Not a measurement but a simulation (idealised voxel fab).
voxel transistor to metal: a process module
Square cells of 5 nm make up the cross-section cut, whose width is 160 nm.
Bands, listed from the top down, are how a cross-section gets written in this document; the cross-section itself is a grid of square cells, and a band is one or more rows of them.
A band entry consists of two parts. The first gives the height of the band's top and the height of its bottom, in nm. The rest lists the band's materials from left to right, each with its width in nm. A single material labelled with the word "full width" fills the band from edge to edge, and the word "air" marks empty space.
All heights in this document are referenced to 0, defined as the level beneath which the wafer, as received, consists entirely of one material. The lowest band is not bounded below; it extends indefinitely downward and is written in the form "0 and below".
When a width is written as two numbers, as in "30->40", the first number is the width in the top row of cells of the band and the second is the width in its bottom row, and the width changes by the same amount from each row to the next.
Take "left unchanged" at face value: in the step it is given for, the cross-section changed in none of its cells.
Look at "Non-vented voids" for the closed voids: empty spaces with no open path to the top, sized 8 cells or up. Each is width x height at distance, distance from the left edge, all nm.
Anything after a step's settings on that line? It's the simulator's own note about the step.
The optional step-line setting "overlay nm" applies to steps with a mask and quantifies how far to the right of its planned location the mask lay, a negative value indicating leftward placement.
Below you will find pairs of cross-sections. In each, one shows the wafer before one process step and the other after it, with the after view ending at the lowest band that changed. Under each pair is the step separating them, along with its settings. Do not assume the pairs form a chain: they can come from different runs of this module on the same starting wafer, and a pair continues from the pair above it only when its "Ex-ante state" entry says so.

Ex-ante state
	55 down to 40: 40 nm SiO2 | 25 nm air | 30 nm SiO2 | 25 nm air | 40 nm SiO2
	40 down to 25: 40 nm SiO2 | 15 nm air | 10 nm SiN | 5 nm SiO2 | 20 nm SiCN | 5 nm SiO2 | 10 nm SiN | 15 nm air | 40 nm SiO2
	25 down to 5: 40 nm SiO2 | 15 nm air | 10 nm SiN | 5 nm SiO2 | 20 nm polySi | 5 nm SiO2 | 10 nm SiN | 15 nm air | 40 nm SiO2
	5 down to 0: 40 nm SiO2 | 15 nm SiGe | 10 nm SiN | 5 nm SiO2 | 20 nm polySi | 5 nm SiO2 | 10 nm SiN | 25 nm SiGe | 30 nm SiO2
	0 down to -5: 35 nm SiO2 | 10 nm SiN | 10 nm SiGe | 10 nm SiN | 5 nm SiO2 | 20 nm polySi | 5 nm SiO2 | 10 nm SiN | 20 nm SiGe | 10 nm SiN | 25 nm SiO2
	-5 down to -10: 45 nm SiO2 | 10 nm SiGe | 50 nm SiO2 | 20 nm SiGe | 35 nm SiO2
	-10 down to -25: 30 nm SiO2 | 15 nm Si | 10 nm SiGe | 50 nm Si | 20 nm SiGe | 10 nm Si | 25 nm SiO2
	-25 down to -35: 30 nm SiO2 | 105 nm Si | 25 nm SiO2
	-35 and below: Si full width
	Non-vented voids: none

Section, Post-Step
	60 down to 55: 45 nm TiN | 15 nm air | 40 nm TiN | 15 nm air | 45 nm TiN
	55 down to 45: 40 nm SiO2 | 5 nm TiN | 15 nm air | 5 nm TiN | 30 nm SiO2 | 5 nm TiN | 15 nm air | 5 nm TiN | 40 nm SiO2
	45 down to 40: 40 nm SiO2 | 5 nm TiN | 5 nm air | 15 nm TiN | 30 nm SiO2 | 15 nm TiN | 5 nm air | 5 nm TiN | 40 nm SiO2
	40 down to 25: 40 nm SiO2 | 5 nm TiN | 5 nm air | 5 nm TiN | 10 nm SiN | 5 nm SiO2 | 20 nm SiCN | 5 nm SiO2 | 10 nm SiN | 5 nm TiN | 5 nm air | 5 nm TiN | 40 nm SiO2
	25 down to 10: 40 nm SiO2 | 5 nm TiN | 5 nm air | 5 nm TiN | 10 nm SiN | 5 nm SiO2 | 20 nm polySi | 5 nm SiO2 | 10 nm SiN | 5 nm TiN | 5 nm air | 5 nm TiN | 40 nm SiO2
	10 down to 5: 40 nm SiO2 | 15 nm TiN | 10 nm SiN | 5 nm SiO2 | 20 nm polySi | 5 nm SiO2 | 10 nm SiN | 15 nm TiN | 40 nm SiO2
	Rest of section, below 5: as before.
	Non-vented voids: none
Step between the pre-process and post-process cross-sections given above: op CONFORMAL_DEP | material TiN | thk nm 5

Ex-ante state: see the after view in the pair directly above.

Section, Post-Step
	65 down to 60: Ru full width
	60 down to 55: 45 nm TiN | 15 nm Ru | 40 nm TiN | 15 nm Ru | 45 nm TiN
	55 down to 45: 40 nm SiO2 | 5 nm TiN | 15 nm Ru | 5 nm TiN | 30 nm SiO2 | 5 nm TiN | 15 nm Ru | 5 nm TiN | 40 nm SiO2
	45 down to 40: 40 nm SiO2 | 5 nm TiN | 5 nm Ru | 15 nm TiN | 30 nm SiO2 | 15 nm TiN | 5 nm Ru | 5 nm TiN | 40 nm SiO2
	40 down to 25: 40 nm SiO2 | 5 nm TiN | 5 nm Ru | 5 nm TiN | 10 nm SiN | 5 nm SiO2 | 20 nm SiCN | 5 nm SiO2 | 10 nm SiN | 5 nm TiN | 5 nm Ru | 5 nm TiN | 40 nm SiO2
	25 down to 10: 40 nm SiO2 | 5 nm TiN | 5 nm Ru | 5 nm TiN | 10 nm SiN | 5 nm SiO2 | 20 nm polySi | 5 nm SiO2 | 10 nm SiN | 5 nm TiN | 5 nm Ru | 5 nm TiN | 40 nm SiO2
	Rest of section, below 10: as before.
	Non-vented voids: none
Step between the pre-process and post-process cross-sections given above: op FILL_DEP | material Ru | thk nm 5

Ex-ante state: see the after view in the pair directly above.

Section, Post-Step
	55 down to 45: 40 nm SiO2 | 5 nm TiN | 15 nm Ru | 5 nm TiN | 30 nm SiO2 | 5 nm TiN | 15 nm Ru | 5 nm TiN | 40 nm SiO2
	Rest of section, below 45: as before.
	Non-vented voids: none
Step between the pre-process and post-process cross-sections given above: op CMP | height nm 55

Ex-ante state: see the after view in the pair directly above.

Section, Post-Step
	60 down to 55: TiN full width
	Rest of section, below 55: as before.
	Non-vented voids: none
Step between the pre-process and post-process cross-sections given above: op DIRECTIONAL_DEP | material TiN | thk nm 5

Ex-ante state: see the after view in the pair directly above.

Section, Post-Step
	85 down to 60: W full width
	Rest of section, below 60: as before.
	Non-vented voids: none
Step between the pre-process and post-process cross-sections given above: op DIRECTIONAL_DEP | material W | thk nm 25

Ex-ante state: see the after view in the pair directly above.

Section, Post-Step
	100 down to 85: 40 nm air | 15 nm resist | 50 nm air | 15 nm resist | 40 nm air
	Rest of section, below 85: as before.
	Non-vented voids: none
Step between the pre-process and post-process cross-sections given above: op PATTERN | tone cover | mask id METAL_1 | material resist | width nm 15 | pitch nm 65 | thk nm 15 | overlay nm 0

Ex-ante state: see the after view in the pair directly above.

Section, Post-Step
	100 down to 85: 40 nm air | 15 nm resist | 50 nm air | 15 nm resist | 40 nm air
	85 down to 60: 40 nm air | 15 nm W | 50 nm air | 15 nm W | 40 nm air
	Rest of section, below 60: as before.
	Non-vented voids: none
Step between the pre-process and post-process cross-sections given above: op DIRECTIONAL_ETCH | etch materials W | depth nm 25

Ex-ante state: see the after view in the pair directly above.

Section, Post-Step
	100 down to 85: 40 nm air | 15 nm resist | 50 nm air | 15 nm resist | 40 nm air
	85 down to 60: 40 nm air | 15 nm W | 50 nm air | 15 nm W | 40 nm air
	60 down to 55: 40 nm air | 15 nm TiN | 50 nm air | 15 nm TiN | 40 nm air
	Rest of section, below 55: as before.
	Non-vented voids: none
Step between the pre-process and post-process cross-sections given above: op DIRECTIONAL_ETCH | etch materials TiN | depth nm 5

Ex-ante state: see the after view in the pair directly above.

Section, Post-Step
	85 down to 60: 40 nm air | 15 nm W | 50 nm air | 15 nm W | 40 nm air
	Rest of section, below 60: as before.
	Non-vented voids: none
Step between the pre-process and post-process cross-sections given above: op STRIP | etch materials resist

Ex-ante state: see the after view in the pair directly above.

Section, Post-Step
	90 down to 85: lowk full width
	85 down to 60: 40 nm lowk | 15 nm W | 50 nm lowk | 15 nm W | 40 nm lowk
	60 down to 55: 40 nm lowk | 15 nm TiN | 50 nm lowk | 15 nm TiN | 40 nm lowk
	Rest of section, below 55: as before.
	Non-vented voids: none
Step between the pre-process and post-process cross-sections given above: op FILL_DEP | material lowk | thk nm 5

Ex-ante state: see the after view in the pair directly above.

Section, Post-Step
	85 down to 60: 40 nm lowk | 15 nm W | 50 nm lowk | 15 nm W | 40 nm lowk
	Rest of section, below 60: as before.
	Non-vented voids: none
Step between the pre-process and post-process cross-sections given above: op CMP | height nm 85

Ex-ante state: see the after view in the pair directly above.

Section, Post-Step
	90 down to 85: SiCN full width
	Rest of section, below 85: as before.
	Non-vented voids: none
Step between the pre-process and post-process cross-sections given above: op CONFORMAL_DEP | material SiCN | thk nm 5

Ex-ante state
	55 down to 45: 40 nm SiO2 | 5 nm TiN | 15 nm Ru | 5 nm TiN | 30 nm SiO2 | 5 nm TiN | 15 nm Ru | 5 nm TiN | 40 nm SiO2
	45 down to 40: 40 nm SiO2 | 5 nm TiN | 5 nm Ru | 15 nm TiN | 30 nm SiO2 | 15 nm TiN | 5 nm Ru | 5 nm TiN | 40 nm SiO2
	40 down to 25: 40 nm SiO2 | 5 nm TiN | 5 nm Ru | 5 nm TiN | 10 nm SiN | 5 nm SiO2 | 20 nm SiCN | 5 nm SiO2 | 10 nm SiN | 5 nm TiN | 5 nm Ru | 5 nm TiN | 40 nm SiO2
	25 down to 10: 40 nm SiO2 | 5 nm TiN | 5 nm Ru | 5 nm TiN | 10 nm SiN | 5 nm SiO2 | 20 nm polySi | 5 nm SiO2 | 10 nm SiN | 5 nm TiN | 5 nm Ru | 5 nm TiN | 40 nm SiO2
	10 down to 5: 40 nm SiO2 | 15 nm TiN | 10 nm SiN | 5 nm SiO2 | 20 nm polySi | 5 nm SiO2 | 10 nm SiN | 15 nm TiN | 40 nm SiO2
	5 down to 0: 35 nm SiO2 | 20 nm SiGe | 10 nm SiN | 5 nm SiO2 | 20 nm polySi | 5 nm SiO2 | 10 nm SiN | 20 nm SiGe | 35 nm SiO2
	0 down to -5: 30 nm SiO2 | 10 nm SiN | 15 nm SiGe | 10 nm SiN | 5 nm SiO2 | 20 nm polySi | 5 nm SiO2 | 10 nm SiN | 15 nm SiGe | 10 nm SiN | 30 nm SiO2
	-5 down to -10: 40 nm SiO2 | 15 nm SiGe | 50 nm SiO2 | 15 nm SiGe | 40 nm SiO2
	-10 down to -25: 30 nm SiO2 | 10 nm Si | 15 nm SiGe | 50 nm Si | 15 nm SiGe | 10 nm Si | 30 nm SiO2
	-25 down to -35: 30 nm SiO2 | 100 nm Si | 30 nm SiO2
	-35 and below: Si full width
	Non-vented voids: none

Section, Post-Step
	60 down to 55: SiCN full width
	Rest of section, below 55: as before.
	Non-vented voids: none
Step between the pre-process and post-process cross-sections given above: op DIRECTIONAL_DEP | material SiCN | thk nm 5

Ex-ante state: see the after view in the pair directly above.

Section, Post-Step
	85 down to 60: W full width
	Rest of section, below 60: as before.
	Non-vented voids: none
Step between the pre-process and post-process cross-sections given above: op DIRECTIONAL_DEP | material W | thk nm 25

Ex-ante state: see the after view in the pair directly above.

Section, Post-Step
	100 down to 85: 40 nm air | 15 nm resist | 50 nm air | 15 nm resist | 40 nm air
	Rest of section, below 85: as before.
	Non-vented voids: none
Step between the pre-process and post-process cross-sections given above: op PATTERN | tone cover | mask id METAL_1 | material resist | width nm 15 | pitch nm 65 | thk nm 15 | overlay nm 0

Ex-ante state: see the after view in the pair directly above.

Section, Post-Step
	100 down to 85: 40 nm air | 15 nm resist | 50 nm air | 15 nm resist | 40 nm air
	85 down to 60: 40 nm air | 15 nm W | 50 nm air | 15 nm W | 40 nm air
	Rest of section, below 60: as before.
	Non-vented voids: none
Step between the pre-process and post-process cross-sections given above: op DIRECTIONAL_ETCH | etch materials W | depth nm 25

Ex-ante state: see the after view in the pair directly above.

Section, Post-Step
	85 down to 60: 40 nm air | 15 nm W | 50 nm air | 15 nm W | 40 nm air
	Rest of section, below 60: as before.
	Non-vented voids: none
Step between the pre-process and post-process cross-sections given above: op STRIP | etch materials resist

Ex-ante state: see the after view in the pair directly above.

Section, Post-Step
	90 down to 85: lowk full width
	85 down to 60: 40 nm lowk | 15 nm W | 50 nm lowk | 15 nm W | 40 nm lowk
	Rest of section, below 60: as before.
	Non-vented voids: none
Step between the pre-process and post-process cross-sections given above: op FILL_DEP | material lowk | thk nm 5

Ex-ante state: see the after view in the pair directly above.

Section, Post-Step
	85 down to 60: 40 nm lowk | 15 nm W | 50 nm lowk | 15 nm W | 40 nm lowk
	Rest of section, below 60: as before.
	Non-vented voids: none
Step between the pre-process and post-process cross-sections given above: op CMP | height nm 85

Ex-ante state: see the after view in the pair directly above.

Section, Post-Step
	90 down to 85: SiCN full width
	Rest of section, below 85: as before.
	Non-vented voids: none
Step between the pre-process and post-process cross-sections given above: op CONFORMAL_DEP | material SiCN | thk nm 5

Ex-ante state
	55 down to 50: 25 nm aC | 110 nm air | 25 nm aC
	50 down to 45: aC full width
	45 down to 40: 25 nm SiCN | 110 nm aC | 25 nm SiCN
	40 down to 30: SiCN full width
	30 down to 25: 25 nm polySi | 110 nm SiCN | 25 nm polySi
	25 down to 0: polySi full width
	0 down to -5: 25 nm SiO2 | 110 nm polySi | 25 nm SiO2
	-5 down to -10: SiO2 full width
	-10 down to -35: 30 nm SiO2 | 100 nm Si | 30 nm SiO2
	-35 and below: Si full width
	Non-vented voids: none

Section, Post-Step
	85 down to 55: 70 nm resist | 20 nm air | 70 nm resist
	55 down to 50: 25 nm aC | 45 nm resist | 20 nm air | 45 nm resist | 25 nm aC
	Rest of section, below 50: as before.
	Non-vented voids: none
Step between the pre-process and post-process cross-sections given above: op PATTERN | tone open | mask id GATE | material resist | width nm 20 | thk nm 30 | overlay nm 0

Ex-ante state: see the after view in the pair directly above.

Section, Post-Step
	75 down to 55: 70 nm resist | 20 nm air | 70 nm resist
	55 down to 50: 25 nm aC | 45 nm resist | 20 nm air | 45 nm resist | 25 nm aC
	50 down to 45: 70 nm aC | 20 nm air | 70 nm aC
	45 down to 40: 25 nm SiCN | 45 nm aC | 20 nm air | 45 nm aC | 25 nm SiCN
	Rest of section, below 40: as before.
	Non-vented voids: none
Step between the pre-process and post-process cross-sections given above: op DIRECTIONAL_ETCH | etch materials aC | depth nm 10

Ex-ante state: see the after view in the pair directly above.

Section, Post-Step
	55 down to 45: 25->70 nm aC | 110->20 nm air | 25->70 nm aC
	Rest of section, below 45: as before.
	Non-vented voids: none
Step between the pre-process and post-process cross-sections given above: op STRIP | etch materials resist

Ex-ante state: see the after view in the pair directly above.

Section, Post-Step
	55 down to 45: 25->70 nm aC | 110->20 nm air | 25->70 nm aC
	45 down to 40: 25 nm SiCN | 45 nm aC | 20 nm air | 45 nm aC | 25 nm SiCN
	40 down to 30: 70 nm SiCN | 20 nm air | 70 nm SiCN
	30 down to 25: 25 nm polySi | 45 nm SiCN | 20 nm air | 45 nm SiCN | 25 nm polySi
	Rest of section, below 25: as before.
	Non-vented voids: none
Step between the pre-process and post-process cross-sections given above: op DIRECTIONAL_ETCH | etch materials SiCN | depth nm 25

Ex-ante state: see the after view in the pair directly above.

Section, Post-Step
	55 down to 45: 25->70 nm aC | 110->20 nm air | 25->70 nm aC
	45 down to 40: 25 nm SiCN | 45 nm aC | 20 nm air | 45 nm aC | 25 nm SiCN
	40 down to 30: 70 nm SiCN | 20 nm air | 70 nm SiCN
	30 down to 25: 25 nm polySi | 45 nm SiCN | 20 nm air | 45 nm SiCN | 25 nm polySi
	25 down to 0: 70 nm polySi | 20 nm air | 70 nm polySi
	0 down to -5: 25 nm SiO2 | 45 nm polySi | 20 nm air | 45 nm polySi | 25 nm SiO2
	Rest of section, below -5: as before.
	Non-vented voids: none
Step between the pre-process and post-process cross-sections given above: op DIRECTIONAL_ETCH | etch materials polySi | depth nm 40

Ex-ante state: see the after view in the pair directly above.

Section, Post-Step
	45 down to 40: 25 nm SiCN | 110 nm air | 25 nm SiCN
	Rest of section, below 40: as before.
	Non-vented voids: none
Step between the pre-process and post-process cross-sections given above: op STRIP | etch materials aC

Ex-ante state: see the after view in the pair directly above.

Section, Post-Step
	50 down to 45: 30 nm SiO2 | 100 nm air | 30 nm SiO2
	45 down to 40: 25 nm SiCN | 50 nm SiO2 | 10 nm air | 50 nm SiO2 | 25 nm SiCN
	40 down to 30: 70 nm SiCN | 5 nm SiO2 | 10 nm air | 5 nm SiO2 | 70 nm SiCN
	30 down to 25: 25 nm polySi | 45 nm SiCN | 5 nm SiO2 | 10 nm air | 5 nm SiO2 | 45 nm SiCN | 25 nm polySi
	25 down to 0: 70 nm polySi | 5 nm SiO2 | 10 nm air | 5 nm SiO2 | 70 nm polySi
	0 down to -5: 25 nm SiO2 | 45 nm polySi | 20 nm SiO2 | 45 nm polySi | 25 nm SiO2
	Rest of section, below -5: as before.
	Non-vented voids: none
Step between the pre-process and post-process cross-sections given above: op CONFORMAL_DEP | material SiO2 | thk nm 5

Ex-ante state: see the after view in the pair directly above.

Section, Post-Step
	45 down to 40: 25 nm SiCN | 5 nm SiO2 | 100 nm air | 5 nm SiO2 | 25 nm SiCN
	40 down to 30: 70 nm SiCN | 5 nm SiO2 | 10 nm air | 5 nm SiO2 | 70 nm SiCN
	30 down to 25: 25 nm polySi | 45 nm SiCN | 5 nm SiO2 | 10 nm air | 5 nm SiO2 | 45 nm SiCN | 25 nm polySi
	25 down to 0: 70 nm polySi | 5 nm SiO2 | 10 nm air | 5 nm SiO2 | 70 nm polySi
	0 down to -5: 25 nm SiO2 | 45 nm polySi | 5 nm SiO2 | 10 nm air | 5 nm SiO2 | 45 nm polySi | 25 nm SiO2
	Rest of section, below -5: as before.
	Non-vented voids: none
Step between the pre-process and post-process cross-sections given above: op DIRECTIONAL_ETCH | etch materials SiO2 | depth nm 5

Ex-ante state: see the after view in the pair directly above.

Section, Post-Step
	55 down to 50: 40 nm SiN | 80 nm air | 40 nm SiN
	50 down to 45: SiN full width
	45 down to 40: 25 nm SiCN | 5 nm SiO2 | 100 nm SiN | 5 nm SiO2 | 25 nm SiCN
	40 down to 30: 70 nm SiCN | 5 nm SiO2 | 10 nm SiN | 5 nm SiO2 | 70 nm SiCN
	30 down to 25: 25 nm polySi | 45 nm SiCN | 5 nm SiO2 | 10 nm SiN | 5 nm SiO2 | 45 nm SiCN | 25 nm polySi
	25 down to 0: 70 nm polySi | 5 nm SiO2 | 10 nm SiN | 5 nm SiO2 | 70 nm polySi
	0 down to -5: 25 nm SiO2 | 45 nm polySi | 5 nm SiO2 | 10 nm SiN | 5 nm SiO2 | 45 nm polySi | 25 nm SiO2
	Rest of section, below -5: as before.
	Non-vented voids: none
Step between the pre-process and post-process cross-sections given above: op CONFORMAL_DEP | material SiN | thk nm 10

Ex-ante state: see the after view in the pair directly above.

Section, Post-Step
	45 down to 40: 25 nm SiCN | 5 nm SiO2 | 10 nm SiN | 80 nm air | 10 nm SiN | 5 nm SiO2 | 25 nm SiCN
	Rest of section, below 40: as before.
	Non-vented voids: none
Step between the pre-process and post-process cross-sections given above: op DIRECTIONAL_ETCH | etch materials SiN | depth nm 10

Ex-ante state: see the after view in the pair directly above.

Section, Post-Step
	45 down to 40: 25 nm SiCN | 5 nm air | 10 nm SiN | 80 nm air | 10 nm SiN | 5 nm air | 25 nm SiCN
	40 down to 35: 70 nm SiCN | 5 nm air | 10 nm SiN | 5 nm air | 70 nm SiCN
	Rest of section, below 35: as before.
	Non-vented voids: none
Step between the pre-process and post-process cross-sections given above: op DIRECTIONAL_ETCH | etch materials SiO2 | depth nm 5

Ex-ante state: see the after view in the pair directly above.

Section, Post-Step
	50 down to 45: SiO2 full width
	45 down to 40: 25 nm SiCN | 5 nm SiO2 | 10 nm SiN | 80 nm SiO2 | 10 nm SiN | 5 nm SiO2 | 25 nm SiCN
	40 down to 30: 70 nm SiCN | 5 nm SiO2 | 10 nm SiN | 5 nm SiO2 | 70 nm SiCN
	Rest of section, below 30: as before.
	Non-vented voids: none
Step between the pre-process and post-process cross-sections given above: op FILL_DEP | material SiO2 | thk nm 5

Ex-ante state: see the after view in the pair directly above.

Section, Post-Step
	40 down to 30: 70 nm SiCN | 5 nm SiO2 | 10 nm SiN | 5 nm SiO2 | 70 nm SiCN
	Rest of section, below 30: as before.
	Non-vented voids: none
Step between the pre-process and post-process cross-sections given above: op CMP | height nm 40

Ex-ante state: see the after view in the pair directly above.

Section, Post-Step
	55 down to 40: SiO2 full width
	Rest of section, below 40: as before.
	Non-vented voids: none
Step between the pre-process and post-process cross-sections given above: op DIRECTIONAL_DEP | material SiO2 | thk nm 15

Ex-ante state: see the after view in the pair directly above.

Section, Post-Step
	65 down to 55: aC full width
	Rest of section, below 55: as before.
	Non-vented voids: none
Step between the pre-process and post-process cross-sections given above: op DIRECTIONAL_DEP | material aC | thk nm 10

Ex-ante state: see the after view in the pair directly above.

Section, Post-Step
	95 down to 65: 40 nm resist | 25 nm air | 30 nm resist | 25 nm air | 40 nm resist
	Rest of section, below 65: as before.
	Non-vented voids: none
Step between the pre-process and post-process cross-sections given above: op PATTERN | tone open | mask id CONTACT | material resist | width nm 25 | pitch nm 55 | thk nm 30 | overlay nm 0

Ex-ante state: see the after view in the pair directly above.

Section, Post-Step
	85 down to 65: 40 nm resist | 25 nm air | 30 nm resist | 25 nm air | 40 nm resist
	65 down to 55: 40 nm aC | 25 nm air | 30 nm aC | 25 nm air | 40 nm aC
	Rest of section, below 55: as before.
	Non-vented voids: none
Step between the pre-process and post-process cross-sections given above: op DIRECTIONAL_ETCH | etch materials aC | depth nm 10

Ex-ante state: see the after view in the pair directly above.

Section, Post-Step
	65 down to 55: 40 nm aC | 25 nm air | 30 nm aC | 25 nm air | 40 nm aC
	Rest of section, below 55: as before.
	Non-vented voids: none
Step between the pre-process and post-process cross-sections given above: op STRIP | etch materials resist

Ex-ante state: see the after view in the pair directly above.

Section, Post-Step
	65 down to 55: 40 nm aC | 25 nm air | 30 nm aC | 25 nm air | 40 nm aC
	55 down to 40: 40 nm SiO2 | 25 nm air | 30 nm SiO2 | 25 nm air | 40 nm SiO2
	Rest of section, below 40: as before.
	Non-vented voids: none
Step between the pre-process and post-process cross-sections given above: op DIRECTIONAL_ETCH | etch materials SiO2 | depth nm 50

Ex-ante state: see the after view in the pair directly above.

Section, Post-Step
	55 down to 40: 40 nm SiO2 | 25 nm air | 30 nm SiO2 | 25 nm air | 40 nm SiO2
	Rest of section, below 40: as before.
	Non-vented voids: none
Step between the pre-process and post-process cross-sections given above: op STRIP | etch materials aC

Ex-ante state: see the after view in the pair directly above.

Section, Post-Step
	60 down to 55: 45 nm TiN | 15 nm air | 40 nm TiN | 15 nm air | 45 nm TiN
	55 down to 45: 40 nm SiO2 | 5 nm TiN | 15 nm air | 5 nm TiN | 30 nm SiO2 | 5 nm TiN | 15 nm air | 5 nm TiN | 40 nm SiO2
	45 down to 40: 40 nm SiO2 | 25 nm TiN | 30 nm SiO2 | 25 nm TiN | 40 nm SiO2
	Rest of section, below 40: as before.
	Non-vented voids: none
Step between the pre-process and post-process cross-sections given above: op CONFORMAL_DEP | material TiN | thk nm 5

Ex-ante state: see the after view in the pair directly above.

Section, Post-Step
	65 down to 60: Ru full width
	60 down to 55: 45 nm TiN | 15 nm Ru | 40 nm TiN | 15 nm Ru | 45 nm TiN
	55 down to 45: 40 nm SiO2 | 5 nm TiN | 15 nm Ru | 5 nm TiN | 30 nm SiO2 | 5 nm TiN | 15 nm Ru | 5 nm TiN | 40 nm SiO2
	Rest of section, below 45: as before.
	Non-vented voids: none
Step between the pre-process and post-process cross-sections given above: op FILL_DEP | material Ru | thk nm 5

Ex-ante state: see the after view in the pair directly above.

Section, Post-Step
	55 down to 45: 40 nm SiO2 | 5 nm TiN | 15 nm Ru | 5 nm TiN | 30 nm SiO2 | 5 nm TiN | 15 nm Ru | 5 nm TiN | 40 nm SiO2
	Rest of section, below 45: as before.
	Non-vented voids: none
Step between the pre-process and post-process cross-sections given above: op CMP | height nm 55

Ex-ante state: see the after view in the pair directly above.

Section, Post-Step
	60 down to 55: TiN full width
	Rest of section, below 55: as before.
	Non-vented voids: none
Step between the pre-process and post-process cross-sections given above: op DIRECTIONAL_DEP | material TiN | thk nm 5

Ex-ante state: see the after view in the pair directly above.

Section, Post-Step
	85 down to 60: W full width
	Rest of section, below 60: as before.
	Non-vented voids: none
Step between the pre-process and post-process cross-sections given above: op DIRECTIONAL_DEP | material W | thk nm 25

Ex-ante state: see the after view in the pair directly above.

Section, Post-Step
	100 down to 85: 40 nm air | 15 nm resist | 50 nm air | 15 nm resist | 40 nm air
	Rest of section, below 85: as before.
	Non-vented voids: none
Step between the pre-process and post-process cross-sections given above: op PATTERN | tone cover | mask id METAL_1 | material resist | width nm 15 | pitch nm 65 | thk nm 15 | overlay nm 0

Ex-ante state: see the after view in the pair directly above.

Section, Post-Step
	100 down to 85: 40 nm air | 15 nm resist | 50 nm air | 15 nm resist | 40 nm air
	85 down to 60: 40 nm air | 15 nm W | 50 nm air | 15 nm W | 40 nm air
	Rest of section, below 60: as before.
	Non-vented voids: none
Step between the pre-process and post-process cross-sections given above: op DIRECTIONAL_ETCH | etch materials W | depth nm 25

Ex-ante state: see the after view in the pair directly above.

Section, Post-Step
	100 down to 85: 40 nm air | 15 nm resist | 50 nm air | 15 nm resist | 40 nm air
	85 down to 60: 40 nm air | 15 nm W | 50 nm air | 15 nm W | 40 nm air
	60 down to 55: 40 nm air | 15 nm TiN | 50 nm air | 15 nm TiN | 40 nm air
	Rest of section, below 55: as before.
	Non-vented voids: none
Step between the pre-process and post-process cross-sections given above: op DIRECTIONAL_ETCH | etch materials TiN | depth nm 5

Ex-ante state: see the after view in the pair directly above.

Section, Post-Step
	85 down to 60: 40 nm air | 15 nm W | 50 nm air | 15 nm W | 40 nm air
	Rest of section, below 60: as before.
	Non-vented voids: none
Step between the pre-process and post-process cross-sections given above: op STRIP | etch materials resist

Ex-ante state: see the after view in the pair directly above.

Section, Post-Step
	90 down to 85: lowk full width
	85 down to 60: 40 nm lowk | 15 nm W | 50 nm lowk | 15 nm W | 40 nm lowk
	60 down to 55: 40 nm lowk | 15 nm TiN | 50 nm lowk | 15 nm TiN | 40 nm lowk
	Rest of section, below 55: as before.
	Non-vented voids: none
Step between the pre-process and post-process cross-sections given above: op FILL_DEP | material lowk | thk nm 5

Ex-ante state: see the after view in the pair directly above.

Section, Post-Step
	85 down to 60: 40 nm lowk | 15 nm W | 50 nm lowk | 15 nm W | 40 nm lowk
	Rest of section, below 60: as before.
	Non-vented voids: none
Step between the pre-process and post-process cross-sections given above: op CMP | height nm 85

Ex-ante state: see the after view in the pair directly above.

Section, Post-Step
	90 down to 85: SiCN full width
	Rest of section, below 85: as before.
	Non-vented voids: none
Step between the pre-process and post-process cross-sections given above: op CONFORMAL_DEP | material SiCN | thk nm 5
